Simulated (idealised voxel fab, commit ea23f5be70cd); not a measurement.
The following is a process module called voxel transistor to metal.
170 nm wide, 5 nm square cells: that's cross-section cut.
Reading order for cross-sections: top band down to bottom band. Underlying form: a grid of square cells. Band size: one or more rows of cells.
A band entry consists of two parts. The first gives the height of the band's top and the height of its bottom, in nm. The rest lists the band's materials from left to right, each with its width in nm. A single material labelled with the word "all across" fills the band from edge to edge, and the word "blank" marks empty space.
Height 0 is the level under which the wafer as received is all one material. The lowest band goes on downwards, as in "0 nm and below".
The notation "30 to 40" denotes a width that varies across the rows of cells in the band, beginning at the first number in the top row, finishing at the second number in the bottom row, and changing by an identical amount from each row to the next.
The cross-section has no changed cell in any step marked "nothing altered".
The list in "Closed void register" covers empty spaces of 8 cells or more that cannot reach the top through any open way, and it gives each as width x height at distance; the distance is from the left edge, and width, height and distance are in nm.
after a step's settings: what the simulator itself notes on the step
overlay nm, on a step with a mask: how far to the right of its planned place the mask lay; to the left if negative
List of planned process steps:
1,RECEIVE, material Si
2,CONFORMAL_DEP, material SiO2, thk nm 5
3,CONFORMAL_DEP, material SiN, thk nm 10
4,DIRECTIONAL_DEP, material aC, thk nm 10
5,PATTERN, tone cover, mask id ACTIVE, material resist, width nm 110, thk nm 25, overlay nm 0
6,DIRECTIONAL_ETCH, etch materials aC, depth nm 10
7,STRIP, etch materials resist
8,DIRECTIONAL_ETCH, etch materials SiN, depth nm 10
9,DIRECTIONAL_ETCH, etch materials SiO2, depth nm 5
10,DIRECTIONAL_ETCH, etch materials Si, depth nm 20
11,STRIP, etch materials aC
12,FILL_DEP, material SiO2, thk nm 15
13,CMP, height nm 15
14,SELECTIVE_ETCH, etch materials SiO2, depth nm 5
15,STRIP, etch materials SiN
16,SELECTIVE_ETCH, etch materials SiO2, depth nm 5
17,OXIDIZE, depth nm 5
18,DIRECTIONAL_DEP, material polySi, thk nm 30
19,DIRECTIONAL_DEP, material SiCN, thk nm 15
20,MASKED_ETCH, tone cover, mask id GATE, width nm 30, etch materials SiCN, depth nm 25, overlay nm 0
21,MASKED_ETCH, tone cover, mask id GATE, width nm 30, etch materials polySi, depth nm 40, overlay nm 0
22,CONFORMAL_DEP, material SiN, thk nm 5
23,DIRECTIONAL_ETCH, etch materials SiN, depth nm 5
24,DIRECTIONAL_ETCH, etch materials SiO2, depth nm 5
25,DIRECTIONAL_ETCH, etch materials Si, depth nm 15
26,EPI, material pSi, thk nm 15
27,FILL_DEP, material SiO2, thk nm 10
28,CMP, height nm 30
29,STRIP, etch materials polySi
30,SELECTIVE_ETCH, etch materials SiO2, depth nm 5
31,CONFORMAL_DEP, material HfO2, thk nm 5
32,CONFORMAL_DEP, material TiN, thk nm 5
33,FILL_DEP, material W, thk nm 5
34,CMP, height nm 25
35,DIRECTIONAL_DEP, material SiO2, thk nm 10
36,PATTERN, tone open, mask id CONTACT, material resist, width nm 15, pitch nm 75, thk nm 20, overlay nm 0
37,DIRECTIONAL_ETCH, etch materials SiO2, depth nm 40
38,STRIP, etch materials resist
39,CONFORMAL_DEP, material TiN, thk nm 5
40,FILL_DEP, material Ru, thk nm 10
41,CMP, height nm 35
42,DIRECTIONAL_DEP, material TiN, thk nm 5
43,DIRECTIONAL_DEP, material W, thk nm 25
44,DIRECTIONAL_DEP, material aC, thk nm 15
45,PATTERN, tone cover, mask id METAL_1, material resist, width nm 15, pitch nm 75, thk nm 30, overlay nm 0
46,DIRECTIONAL_ETCH, etch materials aC, depth nm 15
47,STRIP, etch materials resist
48,DIRECTIONAL_ETCH, etch materials W, depth nm 25
49,DIRECTIONAL_ETCH, etch materials TiN, depth nm 5
50,STRIP, etch materials aC
51,CONFORMAL_DEP, material SiCN, thk nm 5
52,FILL_DEP, material lowk, thk nm 10
53,CMP, height nm 65
54,CONFORMAL_DEP, material SiCN, thk nm 5
Wafer at receipt (post step 1), cross-section:
- 0 nm and below = Si all across
- Closed void register: none
a wafer at the end: this start, this plan, one mistake:
- 70 nm to 65 nm = SiCN all across
- 65 nm to 40 nm = lowk (35), SiCN (5), W (15), SiCN (5), lowk (50), SiCN (5), W (15), SiCN (5), lowk (35)
- 40 nm to 35 nm = SiCN (40), TiN (15), SiCN (60), TiN (15), SiCN (40)
- 35 nm to 25 nm = SiO2 (40), TiN (5), Ru (5), TiN (5), SiO2 (60), TiN (5), Ru (5), TiN (5), SiO2 (40)
- 25 nm to 15 nm = SiO2 (40), TiN (5), Ru (5), TiN (5), SiO2 (10), SiN (5), HfO2 (5), TiN (5), W (10), TiN (5), HfO2 (5), SiN (5), SiO2 (10), TiN (5), Ru (5), TiN (5), SiO2 (40)
- 15 nm to 10 nm = SiO2 (40), TiN (15), SiO2 (10), SiN (5), HfO2 (5), TiN (5), W (10), TiN (5), HfO2 (5), SiN (5), SiO2 (10), TiN (15), SiO2 (40)
- 10 nm to 5 nm = SiO2 (40), TiN (10), pSi (15), SiN (5), HfO2 (5), TiN (5), W (10), TiN (5), HfO2 (5), SiN (5), pSi (15), TiN (10), SiO2 (40)
- 5 nm to 0 nm = SiO2 (25), SiN (5), SiO2 (10), TiN (10), pSi (15), SiN (5), HfO2 (5), TiN (20), HfO2 (5), SiN (5), pSi (15), TiN (10), SiO2 (10), SiN (5), SiO2 (25)
- 0 nm to -5 nm = SiO2 (40), TiN (10), pSi (15), HfO2 (40), pSi (15), TiN (10), SiO2 (40)
- -5 nm to -20 nm = SiO2 (30), pSi (15), SiO2 (5), pSi (15), Si (40), pSi (15), SiO2 (5), pSi (15), SiO2 (30)
- -20 nm to -35 nm = Si (30), pSi (35), Si (40), pSi (35), Si (30)
- -35 nm and below = Si all across
- Closed void register: none
Diagnosis: twice, step 25 of the plan was run
